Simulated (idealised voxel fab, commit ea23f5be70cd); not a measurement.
Process module heading - voxel ribs on slabs
Pictured: cross-section cut, 175 nm wide, on a grid of 5 nm square cells.
Bands, listed from the top down, are how a cross-section gets written in this document; the cross-section itself is a grid of square cells, and a band is one or more rows of them. Within each band entry, the heights of the top and of the bottom of the band appear first, in that order and in nm; the materials of the band then follow from left to right, each with its corresponding width in nm. The designation "edge to edge" on a single material indicates that it fills the band from edge to edge; the designation "blank" indicates empty space. Height is counted from the level 0, under which the received wafer is composed throughout of one material. The lowest of the bands is not closed at the bottom but continues downward, in the notation "0 down". Quick explanation for "30->40": the width changes in equal steps down the rows of cells, from the first number in the band's top row to the second number in its bottom row. "remained unchanged", as given for a step, is the statement that not any cell of the cross-section underwent a change during that step. Any empty space of 8 cells or more lacking an open way to the top shows up in "Cavities, sealed" as width x height at distance, distance from the left edge, in nm. Past the settings on a step's line: simulator remark, on that step. overlay nm: how far to the right of its planned place the mask lay on this masked step (negative: to the left).
### This section lists the process steps that were planned
1. op RECEIVE | material Si
2. op DIRECTIONAL_DEP | material SiO2 | thk nm 30
3. op DIRECTIONAL_DEP | material SiN | thk nm 15
4. op DIRECTIONAL_DEP | material aC | thk nm 15
5. op PATTERN | tone cover | mask id RIB | material resist | width nm 15 | thk nm 35 | overlay nm 0
6. op DIRECTIONAL_ETCH | etch materials aC | depth nm 15
7. op STRIP | etch materials resist
8. op DIRECTIONAL_ETCH | etch materials SiN | depth nm 5
9. op STRIP | etch materials aC
10. op DIRECTIONAL_DEP | material aC | thk nm 15
11. op PATTERN | tone cover | mask id SLAB | material resist | width nm 45 | thk nm 35 | overlay nm 0
12. op DIRECTIONAL_ETCH | etch materials aC | depth nm 15
13. op STRIP | etch materials resist
14. op DIRECTIONAL_ETCH | etch materials SiN | depth nm 10
15. op STRIP | etch materials aC
16. op FILL_DEP | material SiO2 | thk nm 20
17. op CMP | height nm 55
18. op DIRECTIONAL_DEP | material W | thk nm 10
19. op DIRECTIONAL_DEP | material aC | thk nm 10
20. op PATTERN | tone cover | mask id HEATER | material resist | width nm 25 | thk nm 30 | overlay nm 0
21. op DIRECTIONAL_ETCH | etch materials aC | depth nm 10
22. op STRIP | etch materials resist
23. op DIRECTIONAL_ETCH | etch materials W | depth nm 10
24. op STRIP | etch materials aC
25. op CONFORMAL_DEP | material SiN | thk nm 10
### Run as planned: first of two wafers
### Cross-section of the wafer at receipt, which is the condition after step 1
0 down  Si edge to edge
Cavities, sealed: none
### Step 2 done - wafer cross-section
30 to 0  SiO2 edge to edge
Note: structure below 0 unchanged.
### Step 3 done - wafer cross-section
45 to 30  SiN edge to edge
Note: structure below 30 unchanged.
### Step 4 done - wafer cross-section
60 to 45  aC edge to edge
Note: structure below 45 unchanged.
### Step 5 done - wafer cross-section
95 to 60  blank (80) | resist (15) | blank (80)
Note: structure below 60 unchanged.
### Step 6 done - wafer cross-section
80 to 60  blank (80) | resist (15) | blank (80)
60 to 45  blank (80) | aC (15) | blank (80)
Note: structure below 45 unchanged.
### Step 7 done - wafer cross-section
60 to 45  blank (80) | aC (15) | blank (80)
Note: structure below 45 unchanged.
### Step 8 done - wafer cross-section
60 to 45  blank (80) | aC (15) | blank (80)
45 to 40  blank (80) | SiN (15) | blank (80)
Note: structure below 40 unchanged.
### Step 9 done - wafer cross-section
45 to 40  blank (80) | SiN (15) | blank (80)
Note: structure below 40 unchanged.
### Step 10 done - wafer cross-section
60 to 55  blank (80) | aC (15) | blank (80)
55 to 45  aC edge to edge
45 to 40  aC (80) | SiN (15) | aC (80)
Note: structure below 40 unchanged.
### Step 11 done - wafer cross-section
95 to 60  blank (65) | resist (45) | blank (65)
60 to 55  blank (65) | resist (15) | aC (15) | resist (15) | blank (65)
Note: structure below 55 unchanged.
### Step 12 done - wafer cross-section
80 to 60  blank (65) | resist (45) | blank (65)
60 to 55  blank (65) | resist (15) | aC (15) | resist (15) | blank (65)
55 to 45  blank (65) | aC (45) | blank (65)
45 to 40  blank (65) | aC (15) | SiN (15) | aC (15) | blank (65)
Note: structure below 40 unchanged.
### Step 13 done - wafer cross-section
60 to 55  blank (80) | aC (15) | blank (80)
Note: structure below 55 unchanged.
### Step 14 done - wafer cross-section
60 to 55  blank (80) | aC (15) | blank (80)
55 to 45  blank (65) | aC (45) | blank (65)
45 to 40  blank (65) | aC (15) | SiN (15) | aC (15) | blank (65)
40 to 30  blank (65) | SiN (45) | blank (65)
Note: structure below 30 unchanged.
### Step 15 done - wafer cross-section
45 to 40  blank (80) | SiN (15) | blank (80)
Note: structure below 40 unchanged.
### Step 16 done - wafer cross-section
65 to 45  SiO2 edge to edge
45 to 40  SiO2 (80) | SiN (15) | SiO2 (80)
40 to 30  SiO2 (65) | SiN (45) | SiO2 (65)
Note: structure below 30 unchanged.
### Step 17 done - wafer cross-section
55 to 45  SiO2 edge to edge
Note: structure below 45 unchanged.
### Step 18 done - wafer cross-section
65 to 55  W edge to edge
Note: structure below 55 unchanged.
### Step 19 done - wafer cross-section
75 to 65  aC edge to edge
Note: structure below 65 unchanged.
### Step 20 done - wafer cross-section
105 to 75  blank (75) | resist (25) | blank (75)
Note: structure below 75 unchanged.
### Step 21 done - wafer cross-section
95 to 75  blank (75) | resist (25) | blank (75)
75 to 65  blank (75) | aC (25) | blank (75)
Note: structure below 65 unchanged.
### Step 22 done - wafer cross-section
75 to 65  blank (75) | aC (25) | blank (75)
Note: structure below 65 unchanged.
### Step 23 done - wafer cross-section
75 to 65  blank (75) | aC (25) | blank (75)
65 to 55  blank (75) | W (25) | blank (75)
Note: structure below 55 unchanged.
### Step 24 done - wafer cross-section
65 to 55  blank (75) | W (25) | blank (75)
Note: structure below 55 unchanged.
### Step 25 done - wafer cross-section
75 to 65  blank (65) | SiN (45) | blank (65)
65 to 55  SiN (75) | W (25) | SiN (75)
Note: structure below 55 unchanged.
### Second wafer - shared start and plan with the first - one error in running - same as the first up to step 16 inclusive
### Second wafer, cut view, end of step 17 per plan
55 to 45  SiO2 edge to edge
Note: structure below 45 unchanged.
### Second wafer, cut view, end of step 18 per plan
65 to 55  W edge to edge
Note: structure below 55 unchanged.
### Second wafer, cut view, end of step 19 per plan
75 to 65  aC edge to edge
Note: structure below 65 unchanged.
### Second wafer, cut view, end of step 20 per plan
105 to 75  blank (75) | resist (25) | blank (75)
Note: structure below 75 unchanged.
### Second wafer, cut view, end of step 21 per plan
95 to 75  blank (75) | resist (25) | blank (75)
75 to 65  blank (75) | aC (25) | blank (75)
Note: structure below 65 unchanged.
### Second wafer, cut view, end of step 22 per plan
75 to 65  blank (75) | aC (25) | blank (75)
Note: structure below 65 unchanged.
### Second wafer, cut view, end of step 23 per plan
75 to 65  blank (75) | aC (25) | blank (75)
65 to 55  blank (75) | W (25) | blank (75)
Note: structure below 55 unchanged.
### Second wafer, cut view, end of step 24 per plan
65 to 55  blank (75) | W (25) | blank (75)
Note: structure below 55 unchanged.
### Second wafer, cut view, end of step 25 per plan
75 to 65  blank (65) | SiN (45) | blank (65)
65 to 55  SiN (75) | W (25) | SiN (75)
Note: structure below 55 unchanged.
Deviation from plan: in the plan, step 17 was performed twice
At process end the two wafers are indistinguishable in cross-section, so the error does not change what this model computes.
